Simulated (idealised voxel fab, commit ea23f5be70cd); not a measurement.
Process module name: voxel ribs on slabs
Square cell edge 5 nm, section width 155 nm, ID cut.
Think of the cross-section as a grid of square cells. We describe it in bands, top to bottom, and each band covers one or more rows of those cells.
It is stipulated that each band's entry specify, in nanometres, the height of the top of the band and then that of its bottom, followed by the materials of the band in left-to-right sequence, each together with its width in nanometres. A single material marked by the word "throughout" is understood to fill the band from edge to edge; the word "air" is understood to denote empty space.
Convention: height 0 is the level below which the wafer, as received, is all one material. The lowest band does not terminate at the bottom but continues downward, represented as "top 0, no bottom".
A width given as "30->40" starts at the first number in the band's top row and ends at the second number in its bottom row, shifting by an equal amount at every step from row to row.
When a step is marked "changes: none", none of the cells in the cross-section changed during that step.
If an empty space has no open way to the top and is at least 8 cells in size, "Completely sealed voids" lists it, written width x height at distance, where distance is measured from the left edge and every value is in nm.
On a step's line, text after the settings is the simulator commenting on that step.
overlay nm: mask offset rightward from planned place, masked step; negative means leftward offset.

[This section lists the process steps that were planned]
1: RECEIVE (material Si)
2: DIRECTIONAL_DEP (material SiO2; thk nm 20)
3: DIRECTIONAL_DEP (material SiN; thk nm 15)
4: DIRECTIONAL_DEP (material aC; thk nm 10)
5: PATTERN (tone cover; mask id RIB; material resist; width nm 30; thk nm 30; overlay nm 0)
6: DIRECTIONAL_ETCH (etch materials aC; depth nm 10)
7: STRIP (etch materials resist)
8: DIRECTIONAL_ETCH (etch materials SiN; depth nm 10)
9: STRIP (etch materials aC)
10: DIRECTIONAL_DEP (material aC; thk nm 15)
11: PATTERN (tone cover; mask id SLAB; material resist; width nm 90; thk nm 35; overlay nm 0)
12: DIRECTIONAL_ETCH (etch materials aC; depth nm 15)
13: STRIP (etch materials resist)
14: DIRECTIONAL_ETCH (etch materials SiN; depth nm 5)
15: STRIP (etch materials aC)
16: FILL_DEP (material SiO2; thk nm 25)
17: CMP (height nm 50)
18: DIRECTIONAL_DEP (material W; thk nm 10)
19: DIRECTIONAL_DEP (material aC; thk nm 15)
20: PATTERN (tone cover; mask id HEATER; material resist; width nm 40; thk nm 35; overlay nm 0)
21: DIRECTIONAL_ETCH (etch materials aC; depth nm 15)
22: STRIP (etch materials resist)
23: DIRECTIONAL_ETCH (etch materials W; depth nm 10)
24: STRIP (etch materials aC)
25: CONFORMAL_DEP (material SiN; thk nm 10)

[Wafer as received: cross-section following step 1]
* top 0, no bottom: Si throughout
* Completely sealed voids: none

[End-of-module XS, first of two wafers, run as planned]
* top 70, bottom 60: air: 45  SiN: 60  air: 50
* top 60, bottom 50: SiN: 55  W: 40  SiN: 60
* top 50, bottom 35: SiO2 throughout
* top 35, bottom 25: SiO2: 60  SiN: 30  SiO2: 65
* top 25, bottom 20: SiO2: 30  SiN: 90  SiO2: 35
* top 20, bottom 0: SiO2 throughout
* top 0, no bottom: Si throughout
* Completely sealed voids: none

[What the second wafer looks like in cross-section once the module is done. Its start and its plan matched the first wafer's exactly; what differed was one mistake in how it was run]
* top 70, bottom 60: SiN: 65  air: 20  SiN: 70
* top 60, bottom 50: W: 55  SiN: 40  W: 60
* top 50, bottom 35: SiO2 throughout
* top 35, bottom 25: SiO2: 60  SiN: 30  SiO2: 65
* top 25, bottom 20: SiO2: 30  SiN: 90  SiO2: 35
* top 20, bottom 0: SiO2 throughout
* top 0, no bottom: Si throughout
* Completely sealed voids: none
Plan not followed: so step 20 ended up running with a different setting than we planned, it ran as PATTERN (tone open; mask id HEATER; material resist; width nm 40; thk nm 35; overlay nm 0)
Final comparison by cell count, materials where the second wafer has more or fewer than the first: W +30
